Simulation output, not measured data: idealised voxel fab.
Herein follows the process module entitled voxel self aligned contacts.
Each square cell in cross-section cut measures 5 nm, and the section as a whole is 205 nm wide.
Heads up, the way a cross-section reads in here is a grid of square cells, handed over as bands from the top down, with every band being one or more rows of cells.
Top height, bottom height, nm. Materials left to right, width each, nm. Single material + "full width" = fills band edge to edge. "empty" = empty.
Heights are measured from 0, the level below which the as-received wafer is all one material; the lowest band has no bottom and continues downward, written as in "0 and below".
With a width like "30..40", each row of cells in the band differs from the next by the same amount, the top row carrying the first number and the bottom row the second.
"no modification" (step): cross-section cells unchanged, all of them.
In "Enclosed cavity list" the enclosed voids are listed, meaning empty spaces of 8 cells or larger without any opening to the top. The form is width x height at distance, distance from the left edge, units nm.
Whatever follows a step's settings on its line is a remark the simulator itself makes about that step.
Regarding "overlay nm": on a step with a mask, it is the distance the mask lay to the right of its planned place; a negative value places it to the left.

PROCESS STEPS (PLANNED)
1) RECEIVE,material Si
2) CONFORMAL_DEP,material SiO2,thk nm 5
3) DIRECTIONAL_DEP,material polySi,thk nm 20
4) DIRECTIONAL_DEP,material SiN,thk nm 20
5) MASKED_ETCH,tone cover,mask id GATE,width nm 25,pitch nm 50,etch materials SiN,depth nm 20,overlay nm 0
6) MASKED_ETCH,tone cover,mask id GATE,width nm 25,pitch nm 50,etch materials polySi,depth nm 20,overlay nm 0
7) CONFORMAL_DEP,material SiN,thk nm 5
8) DIRECTIONAL_ETCH,etch materials SiN,depth nm 5
9) FILL_DEP,material SiO2,thk nm 15
10) CMP,height nm 50
11) PATTERN,tone open,mask id CONTACT,material resist,width nm 35,pitch nm 50,thk nm 15,overlay nm 0
12) DIRECTIONAL_ETCH,etch materials SiO2,depth nm 50
13) STRIP,etch materials resist
14) CONFORMAL_DEP,material TiN,thk nm 5
15) FILL_DEP,material W,thk nm 10
16) CMP,height nm 50
17) CONFORMAL_DEP,material SiCN,thk nm 5

THE CROSS-SECTION HERE SHOWS THE WAFER AS RECEIVED, I.E. IN ITS STATE AFTER STEP 1
    0 and below = Si full width
    Enclosed cavity list: none

STARTING WAFER: ABOVE. PLAN: ABOVE. RUN: ONE MISTAKE. CROSS-SECTION AFTER THE MODULE: BELOW
    55 down to 50 = SiCN full width
    50 down to 45 = SiO2 60; TiN 5; W 5; TiN 25; SiO2 15; TiN 5; W 5; TiN 25; SiO2 60
    45 down to 30 = SiO2 25; SiN 35; TiN 5; W 5; TiN 5; SiN 35; TiN 5; W 5; TiN 5; SiN 35; SiO2 45
    30 down to 25 = SiO2 25; SiN 35; TiN 15; SiN 35; TiN 15; SiN 35; SiO2 45
    25 down to 5 = SiO2 25; SiN 5; polySi 35; SiN 5; TiN 5; SiN 5; polySi 35; SiN 5; TiN 5; SiN 5; polySi 35; SiN 5; SiO2 35
    5 down to 0 = SiO2 70; TiN 5; SiO2 45; TiN 5; SiO2 80
    0 and below = Si full width
    Enclosed cavity list: none
Deviation from plan: step 5, actual vs plan mismatch, actual run MASKED_ETCH,tone cover,mask id GATE,width nm 25,pitch nm 50,etch materials SiN,depth nm 20,overlay nm -10
